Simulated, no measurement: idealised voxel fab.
You're looking at the process module voxel gate over fins.
Cross-section cut spans 270 nm and uses square cells 5 nm in size.
A cross-section is written here as square cells arranged in a grid, and it is given in bands from the top down, each band taking up one or more rows of cells.
Band entry format. Leading values: height of top, height of bottom, nm. Remainder: materials in left-to-right order, each with its width in nm. Special words: "everywhere" on a single material, which then fills the band edge to edge; "air", empty space.
For the purposes of this specification, 0 denotes the height below which the wafer in its as-received condition is composed wholly of one material, and the lowermost band, lacking a lower limit, extends downward without end, as expressed in "z 0 and below".
Graded width ("30..40"): value in top row of band = first number; value in bottom row = second number; row-to-row change constant.
The cross-section has no changed cell in any step marked "no alteration".
"Trapped cavities" specifies each empty space that is not open to the top and that occupies no fewer than 8 cells, using the form width x height at distance, the distance measured from the left edge and all three quantities in nm.
Whatever follows a step's settings on its line is a remark the simulator itself makes about that step.
overlay nm: step with mask; distance mask lay right of planned place; negative value = left of planned place.

The steps planned for the process are as follows
1 RECEIVE: material Si
2 CONFORMAL_DEP: material SiN, thk nm 5
3 PATTERN: tone cover, mask id FINS, material resist, width nm 15, pitch nm 40, thk nm 15, overlay nm 0
4 DIRECTIONAL_ETCH: etch materials SiN, depth nm 5
5 DIRECTIONAL_ETCH: etch materials Si, depth nm 30
6 STRIP: etch materials resist
7 OXIDIZE: depth nm 5
8 FILL_DEP: material SiO2, thk nm 10
9 CMP: height nm 5
10 SELECTIVE_ETCH: etch materials SiO2, depth nm 15
11 STRIP: etch materials SiN
12 CONFORMAL_DEP: material HfO2, thk nm 5
13 CONFORMAL_DEP: material TiN, thk nm 5
14 FILL_DEP: material W, thk nm 10
15 CMP: height nm 15
16 CONFORMAL_DEP: material SiN, thk nm 5

Cross-section: wafer on arrival = after step 1
> z 0 and below | Si everywhere
> Trapped cavities: none

Cross-sectional view of the first of the two wafers upon completion of the module, processed in accordance with the plan
> z 20 to 15 | SiN everywhere
> z 15 to 10 | W everywhere
> z 10 to 5 | W 80 | TiN 25 | W 15 | TiN 25 | W 15 | TiN 25 | W 85
> z 5 to 0 | W 80 | TiN 5 | HfO2 15 | TiN 5 | W 15 | TiN 5 | HfO2 15 | TiN 5 | W 15 | TiN 5 | HfO2 15 | TiN 5 | W 85
> z 0 to -5 | TiN 85 | HfO2 5 | Si 5 | HfO2 5 | TiN 25 | HfO2 5 | Si 5 | HfO2 5 | TiN 25 | HfO2 5 | Si 5 | HfO2 5 | TiN 90
> z -5 to -10 | HfO2 90 | Si 5 | HfO2 35 | Si 5 | HfO2 35 | Si 5 | HfO2 95
> z -10 to -35 | SiO2 90 | Si 5 | SiO2 35 | Si 5 | SiO2 35 | Si 5 | SiO2 95
> z -35 and below | Si everywhere
> Trapped cavities: none

Presented here is a cross-section of the second of the two wafers as it stood at the end of the module. It was started in the same manner and assigned the same plan as the first wafer; however, one mistake was made in its execution
> z 20 to 15 | SiN everywhere
> z 15 to 10 | W everywhere
> z 10 to 5 | TiN 90 | W 5 | TiN 35 | W 5 | TiN 35 | W 5 | TiN 95
> z 5 to 0 | HfO2 85 | TiN 5 | W 5 | TiN 5 | HfO2 25 | TiN 5 | W 5 | TiN 5 | HfO2 25 | TiN 5 | W 5 | TiN 5 | HfO2 90
> z 0 to -5 | Si 80 | HfO2 5 | TiN 15 | HfO2 5 | Si 15 | HfO2 5 | TiN 15 | HfO2 5 | Si 15 | HfO2 5 | TiN 15 | HfO2 5 | Si 85
> z -5 to -10 | Si 80 | HfO2 25 | Si 15 | HfO2 25 | Si 15 | HfO2 25 | Si 85
> z -10 to -35 | Si 80 | SiO2 25 | Si 15 | SiO2 25 | Si 15 | SiO2 25 | Si 85
> z -35 and below | Si everywhere
> Trapped cavities: none
Heads up, the wafer didn't run the way we planned it: step 3 deviated from plan and actually ran as PATTERN: tone open, mask id FINS, material resist, width nm 15, pitch nm 40, thk nm 15, overlay nm 0
at the end the second wafer has, in cells: 252 more of Si | 180 fewer of SiO2 | 72 fewer of W
